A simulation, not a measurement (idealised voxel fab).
The process module presented herein is designated voxel fin reveal.
Shown is cross-section cut, with a width of 195 nm and square cells of size 5 nm.
This document writes a cross-section as a grid whose cells are square, and gives it as bands, listed from the top down; one or more rows of cells form a band. Quick guide to a band line: top height, bottom height (nm) up front; then every material left to right with its width in nm. Only one material and it's marked "full width"? Then it fills the band edge to edge. And "blank" just means empty space. We count height from 0. Below that, the starting wafer is all one material. The lowest band never ends at the bottom but goes on down; see "top 0, no bottom" for how that is written. Per-row width for "30..40": begins at first number (top row of band), ends at second number (bottom row), increment between rows held constant. When a step is marked "remained unchanged", none of the cells in the cross-section changed during that step. Closed empty spaces (no open way to the top) of 8 cells or more are what "Completely enclosed voids" lists, each as width x height at distance from the left edge, nm for all three. Post-settings text on a step line: simulator's own remark regarding the step. A step line may carry the setting "overlay nm", which, for steps involving a mask, states the distance by which the mask lay to the right of its intended position; negative values denote displacement to the left.
Process steps foreseen in the plan:
1) RECEIVE (material Si)
2) CONFORMAL_DEP (material SiN; thk nm 10)
3) DIRECTIONAL_DEP (material aC; thk nm 10)
4) PATTERN (tone cover; mask id FINS; material resist; width nm 15; pitch nm 40; thk nm 30; overlay nm 0)
5) DIRECTIONAL_ETCH (etch materials aC; depth nm 10)
6) STRIP (etch materials resist)
7) DIRECTIONAL_ETCH (etch materials SiN; depth nm 10)
8) DIRECTIONAL_ETCH (etch materials Si; depth nm 40)
9) STRIP (etch materials aC)
10) OXIDIZE (depth nm 5)
11) FILL_DEP (material SiO2; thk nm 15)
12) CMP (height nm 10)
13) SELECTIVE_ETCH (etch materials SiO2; depth nm 40)
14) STRIP (etch materials SiN)
15) CONFORMAL_DEP (material SiO2; thk nm 5)
First out of two wafers; run went to plan:
Shown in cross-section is the wafer as received, that is, as it stands after step 1:
top 0, no bottom  Si full width
Completely enclosed voids: none
Cross-section: wafer state after step 2:
top 10, bottom 0  SiN full width
Nothing below the height 0 has changed.
Cross-section: wafer state after step 3:
top 20, bottom 10  aC full width
Nothing below the height 10 has changed.
Cross-section: wafer state after step 4:
top 50, bottom 20  blank: 70; resist: 15; blank: 25; resist: 15; blank: 70
Nothing below the height 20 has changed.
Cross-section: wafer state after step 5:
top 40, bottom 20  blank: 70; resist: 15; blank: 25; resist: 15; blank: 70
top 20, bottom 10  blank: 70; aC: 15; blank: 25; aC: 15; blank: 70
Nothing below the height 10 has changed.
Cross-section: wafer state after step 6:
top 20, bottom 10  blank: 70; aC: 15; blank: 25; aC: 15; blank: 70
Nothing below the height 10 has changed.
Cross-section: wafer state after step 7:
top 20, bottom 10  blank: 70; aC: 15; blank: 25; aC: 15; blank: 70
top 10, bottom 0  blank: 70; SiN: 15; blank: 25; SiN: 15; blank: 70
Nothing below the height 0 has changed.
Cross-section: wafer state after step 8:
top 20, bottom 10  blank: 70; aC: 15; blank: 25; aC: 15; blank: 70
top 10, bottom 0  blank: 70; SiN: 15; blank: 25; SiN: 15; blank: 70
top 0, bottom -40  blank: 70; Si: 15; blank: 25; Si: 15; blank: 70
Nothing below the height -40 has changed.
Cross-section: wafer state after step 9:
top 10, bottom 0  blank: 70; SiN: 15; blank: 25; SiN: 15; blank: 70
Nothing below the height 0 has changed.
Cross-section: wafer state after step 10:
top 10, bottom 0  blank: 70; SiN: 15; blank: 25; SiN: 15; blank: 70
top 0, bottom -40  blank: 70; SiO2: 5; Si: 5; SiO2: 5; blank: 25; SiO2: 5; Si: 5; SiO2: 5; blank: 70
top -40, bottom -45  SiO2: 75; Si: 5; SiO2: 35; Si: 5; SiO2: 75
Nothing below the height -45 has changed.
Cross-section: wafer state after step 11:
top 25, bottom 10  SiO2 full width
top 10, bottom 0  SiO2: 70; SiN: 15; SiO2: 25; SiN: 15; SiO2: 70
top 0, bottom -45  SiO2: 75; Si: 5; SiO2: 35; Si: 5; SiO2: 75
Nothing below the height -45 has changed.
Cross-section: wafer state after step 12:
top 10, bottom 0  SiO2: 70; SiN: 15; SiO2: 25; SiN: 15; SiO2: 70
Nothing below the height 0 has changed.
Cross-section: wafer state after step 13:
top 10, bottom 0  blank: 70; SiN: 15; blank: 25; SiN: 15; blank: 70
top 0, bottom -30  blank: 75; Si: 5; blank: 35; Si: 5; blank: 75
Nothing below the height -30 has changed.
Cross-section: wafer state after step 14:
top 0, bottom -30  blank: 75; Si: 5; blank: 35; Si: 5; blank: 75
Nothing below the height -30 has changed.
Cross-section: wafer state after step 15:
top 5, bottom 0  blank: 70; SiO2: 15; blank: 25; SiO2: 15; blank: 70
top 0, bottom -25  blank: 70; SiO2: 5; Si: 5; SiO2: 5; blank: 25; SiO2: 5; Si: 5; SiO2: 5; blank: 70
top -25, bottom -45  SiO2: 75; Si: 5; SiO2: 35; Si: 5; SiO2: 75
Nothing below the height -45 has changed.
Second wafer. Start and plan as for the first. One mistake made in running. Agrees with the first up to and including step 3:
What the second wafer looks like in cross-section when step 4 should have wrapped up:
top 50, bottom 20  resist: 70; blank: 15; resist: 25; blank: 15; resist: 70
Nothing below the height 20 has changed.
What the second wafer looks like in cross-section when step 5 should have wrapped up:
top 40, bottom 20  resist: 70; blank: 15; resist: 25; blank: 15; resist: 70
top 20, bottom 10  aC: 70; blank: 15; aC: 25; blank: 15; aC: 70
Nothing below the height 10 has changed.
What the second wafer looks like in cross-section when step 6 should have wrapped up:
top 20, bottom 10  aC: 70; blank: 15; aC: 25; blank: 15; aC: 70
Nothing below the height 10 has changed.
What the second wafer looks like in cross-section when step 7 should have wrapped up:
top 20, bottom 10  aC: 70; blank: 15; aC: 25; blank: 15; aC: 70
top 10, bottom 0  SiN: 70; blank: 15; SiN: 25; blank: 15; SiN: 70
Nothing below the height 0 has changed.
What the second wafer looks like in cross-section when step 8 should have wrapped up:
top 20, bottom 10  aC: 70; blank: 15; aC: 25; blank: 15; aC: 70
top 10, bottom 0  SiN: 70; blank: 15; SiN: 25; blank: 15; SiN: 70
top 0, bottom -40  Si: 70; blank: 15; Si: 25; blank: 15; Si: 70
Nothing below the height -40 has changed.
What the second wafer looks like in cross-section when step 9 should have wrapped up:
top 10, bottom 0  SiN: 70; blank: 15; SiN: 25; blank: 15; SiN: 70
Nothing below the height 0 has changed.
What the second wafer looks like in cross-section when step 10 should have wrapped up:
top 10, bottom 0  SiN: 70; blank: 15; SiN: 25; blank: 15; SiN: 70
top 0, bottom -40  Si: 65; SiO2: 5; blank: 15; SiO2: 5; Si: 15; SiO2: 5; blank: 15; SiO2: 5; Si: 65
top -40, bottom -45  Si: 65; SiO2: 25; Si: 15; SiO2: 25; Si: 65
Nothing below the height -45 has changed.
What the second wafer looks like in cross-section when step 11 should have wrapped up:
top 25, bottom 10  SiO2 full width
top 10, bottom 0  SiN: 70; SiO2: 15; SiN: 25; SiO2: 15; SiN: 70
top 0, bottom -45  Si: 65; SiO2: 25; Si: 15; SiO2: 25; Si: 65
Nothing below the height -45 has changed.
What the second wafer looks like in cross-section when step 12 should have wrapped up:
top 10, bottom 0  SiN: 70; SiO2: 15; SiN: 25; SiO2: 15; SiN: 70
Nothing below the height 0 has changed.
What the second wafer looks like in cross-section when step 13 should have wrapped up:
top 10, bottom 0  SiN: 70; blank: 15; SiN: 25; blank: 15; SiN: 70
top 0, bottom -30  Si: 65; blank: 25; Si: 15; blank: 25; Si: 65
Nothing below the height -30 has changed.
What the second wafer looks like in cross-section when step 14 should have wrapped up:
top 0, bottom -30  Si: 65; blank: 25; Si: 15; blank: 25; Si: 65
Nothing below the height -30 has changed.
What the second wafer looks like in cross-section when step 15 should have wrapped up:
top 5, bottom 0  SiO2: 70; blank: 15; SiO2: 25; blank: 15; SiO2: 70
top 0, bottom -25  Si: 65; SiO2: 5; blank: 15; SiO2: 5; Si: 15; SiO2: 5; blank: 15; SiO2: 5; Si: 65
top -25, bottom -45  Si: 65; SiO2: 25; Si: 15; SiO2: 25; Si: 65
Nothing below the height -45 has changed.
In executing the process, a mistake was made relative to the plan: step 4 ran with different settings than intended, the actual operation and settings being PATTERN (tone open; mask id FINS; material resist; width nm 15; pitch nm 40; thk nm 30; overlay nm 0)
End of process, cell counts, second wafer against first, materials with more or fewer: Si: 243 more | SiO2: 81 fewer
